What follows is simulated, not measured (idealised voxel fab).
You're looking at the process module voxel trench capacitor.
We display cut, a cross-section 260 nm in width whose square cells are each 5 nm.
Cross-section spec: square-cell grid; bands listed top down; each band is one or more rows. For a band, the entry starts with two heights in nm, that of the top and then that of the bottom, and carries on with the band's materials in order from left to right, each alongside its width in nm; the word "throughout" beside a single material means it fills the band edge to edge, and "empty" means empty space. Heights are reckoned from 0. Under this level, the received wafer is all of one material. The bottommost band is open-ended downward, for example "0 and below". With a width like "30->40", each row of cells in the band differs from the next by the same amount, the top row carrying the first number and the bottom row the second. "no modifications" for a step: no cell of the cross-section changed in that step. "Voids lacking openings" means: voids of 8 cells or more that are shut off from the top with no open way through. Written width x height at distance, distance from the left edge, in nm. It should be noted that, on the line of a given step, the content following the step's settings is a remark produced by the simulator itself with respect to that step. A step line may carry the setting "overlay nm", which, for steps involving a mask, states the distance by which the mask lay to the right of its intended position; negative values denote displacement to the left.

Planned step list for the process
step 1: RECEIVE, material Si
step 2: CONFORMAL_DEP, material SiN, thk nm 10
step 3: DIRECTIONAL_DEP, material aC, thk nm 15
step 4: PATTERN, tone open, mask id TRENCH, material resist, width nm 30, pitch nm 60, thk nm 35, overlay nm 0
step 5: DIRECTIONAL_ETCH, etch materials aC, depth nm 15
step 6: STRIP, etch materials resist
step 7: DIRECTIONAL_ETCH, etch materials SiN, depth nm 10
step 8: DIRECTIONAL_ETCH, etch materials Si, depth nm 40
step 9: STRIP, etch materials aC
step 10: CONFORMAL_DEP, material HfO2, thk nm 5
step 11: CONFORMAL_DEP, material TiN, thk nm 5
step 12: FILL_DEP, material W, thk nm 10
step 13: CMP, height nm 10

Delivered wafer in cross-section: state after step 1
  0 and below | Si throughout
  Voids lacking openings: none

What the wafer looks like in cross-section after this module, when it starts as shown above and follows the plan above but one mistake is made in running it
  10 down to 0 | SiN (25) | HfO2 (5) | TiN (5) | SiN (10) | TiN (5) | HfO2 (5) | SiN (30) | HfO2 (5) | TiN (5) | SiN (10) | TiN (5) | HfO2 (5) | SiN (30) | HfO2 (5) | TiN (5) | SiN (10) | TiN (5) | HfO2 (5) | SiN (30) | HfO2 (5) | TiN (5) | SiN (10) | TiN (5) | HfO2 (5) | SiN (25)
  0 down to -30 | Si (25) | HfO2 (5) | TiN (5) | SiN (10) | TiN (5) | HfO2 (5) | Si (30) | HfO2 (5) | TiN (5) | SiN (10) | TiN (5) | HfO2 (5) | Si (30) | HfO2 (5) | TiN (5) | SiN (10) | TiN (5) | HfO2 (5) | Si (30) | HfO2 (5) | TiN (5) | SiN (10) | TiN (5) | HfO2 (5) | Si (25)
  -30 down to -35 | Si (25) | HfO2 (5) | TiN (20) | HfO2 (5) | Si (30) | HfO2 (5) | TiN (20) | HfO2 (5) | Si (30) | HfO2 (5) | TiN (20) | HfO2 (5) | Si (30) | HfO2 (5) | TiN (20) | HfO2 (5) | Si (25)
  -35 down to -40 | Si (25) | HfO2 (30) | Si (30) | HfO2 (30) | Si (30) | HfO2 (30) | Si (30) | HfO2 (30) | Si (25)
  -40 and below | Si throughout
  Voids lacking openings: none
what went wrong: for step 12, the planned setting was not used; the step was instead run as FILL_DEP, material SiN, thk nm 10
